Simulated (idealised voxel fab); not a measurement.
process module | voxel self aligned vias
cross-section cut | 220 nm wide | cells 5 nm
A cross-section is a grid of square cells, given in bands from the top down. A band is one or more rows of cells.
Each band's line starts with the height of the band's top and of its bottom, in nm. Then come its materials from left to right, each with its width in nm. One material with "throughout" fills the band from edge to edge. "air" is empty space.
Height 0 is the level under which the wafer as received is all one material. The lowest band goes on downwards, as in "0 down".
A width such as "30 to 40" changes by the same amount from each row of cells to the next, from the band's top row to its bottom row.
"no change" after a step means that no cell of the cross-section changed.
closed voids: empty space of 8 cells or more with no open way to the top, each as width x height at its distance from the left edge, in nm
after a step's settings: what the simulator itself notes on the step
overlay nm, on a step with a mask: how far to the right of its planned place the mask lay; to the left if negative
plan
1 op RECEIVE | material Si
2 op CONFORMAL_DEP | material SiO2 | thk nm 15
3 op CONFORMAL_DEP | material SiCN | thk nm 5
4 op DIRECTIONAL_DEP | material lowk | thk nm 20
5 op DIRECTIONAL_DEP | material aC | thk nm 10
6 op PATTERN | tone open | mask id LINES | material resist | width nm 20 | pitch nm 50 | thk nm 25 | overlay nm 0
7 op DIRECTIONAL_ETCH | etch materials aC | depth nm 10
8 op STRIP | etch materials resist
9 op DIRECTIONAL_ETCH | etch materials lowk | depth nm 20
10 op STRIP | etch materials aC
11 op CONFORMAL_DEP | material TiN | thk nm 5
12 op FILL_DEP | material W | thk nm 10
13 op CMP | height nm 40
14 op SELECTIVE_ETCH | etch materials W Ru TiN | depth nm 10
15 op FILL_DEP | material SiN | thk nm 5
16 op CMP | height nm 40
17 op DIRECTIONAL_DEP | material lowk | thk nm 15
18 op PATTERN | tone open | mask id VIAS | material resist | width nm 30 | pitch nm 50 | thk nm 15 | overlay nm 0
19 op DIRECTIONAL_ETCH | etch materials lowk | depth nm 15
20 op DIRECTIONAL_ETCH | etch materials SiN | depth nm 10
21 op STRIP | etch materials resist
22 op CONFORMAL_DEP | material TiN | thk nm 5
23 op FILL_DEP | material W | thk nm 10
24 op CMP | height nm 55
25 op CONFORMAL_DEP | material SiCN | thk nm 5
as received, after step 1
  0 down: Si throughout
  closed voids: none
first wafer at the end, as planned
  60 to 55: SiCN throughout
  55 to 45: lowk 45 | TiN 5 | W 20 | TiN 5 | lowk 20 | TiN 5 | W 20 | TiN 5 | lowk 20 | TiN 5 | W 20 | TiN 5 | lowk 45
  45 to 35: lowk 45 to 50 | TiN 10 to 5 | W 10 | TiN 10 to 5 | lowk 20 to 30 | TiN 10 to 5 | W 10 | TiN 10 to 5 | lowk 20 to 30 | TiN 10 to 5 | W 10 | TiN 10 to 5 | lowk 45 to 50
  35 to 30: lowk 50 | TiN 20 | lowk 30 | TiN 20 | lowk 30 | TiN 20 | lowk 50
  30 to 25: lowk 50 | TiN 5 | W 10 | TiN 5 | lowk 30 | TiN 5 | W 10 | TiN 5 | lowk 30 | TiN 5 | W 10 | TiN 5 | lowk 50
  25 to 20: lowk 50 | TiN 20 | lowk 30 | TiN 20 | lowk 30 | TiN 20 | lowk 50
  20 to 15: SiCN throughout
  15 to 0: SiO2 throughout
  0 down: Si throughout
  closed voids: none
second wafer at the end: like start, like plan, one mistake
  60 to 55: SiCN throughout
  55 to 45: lowk 45 | TiN 5 | W 20 | TiN 5 | lowk 20 | TiN 5 | W 20 | TiN 5 | lowk 20 | TiN 5 | W 20 | TiN 5 | lowk 45
  45 to 40: lowk 45 | TiN 30 | lowk 20 | TiN 30 | lowk 20 | TiN 30 | lowk 45
  40 to 30: SiN 45 | TiN 5 | lowk 20 | TiN 5 | SiN 20 | TiN 5 | lowk 20 | TiN 5 | SiN 20 | TiN 5 | lowk 20 | TiN 5 | SiN 45
  30 to 25: W 45 | TiN 5 | lowk 20 | TiN 5 | W 20 | TiN 5 | lowk 20 | TiN 5 | W 20 | TiN 5 | lowk 20 | TiN 5 | W 45
  25 to 20: TiN 50 | lowk 20 | TiN 30 | lowk 20 | TiN 30 | lowk 20 | TiN 50
  20 to 15: SiCN throughout
  15 to 0: SiO2 throughout
  0 down: Si throughout
  closed voids: none
what went wrong: step 6 ran as: op PATTERN | tone cover | mask id LINES | material resist | width nm 20 | pitch nm 50 | thk nm 25 | overlay nm 0
at the end the second wafer has, in cells: 52 more of SiN | 20 more of TiN | 8 more of W | 80 fewer of lowk
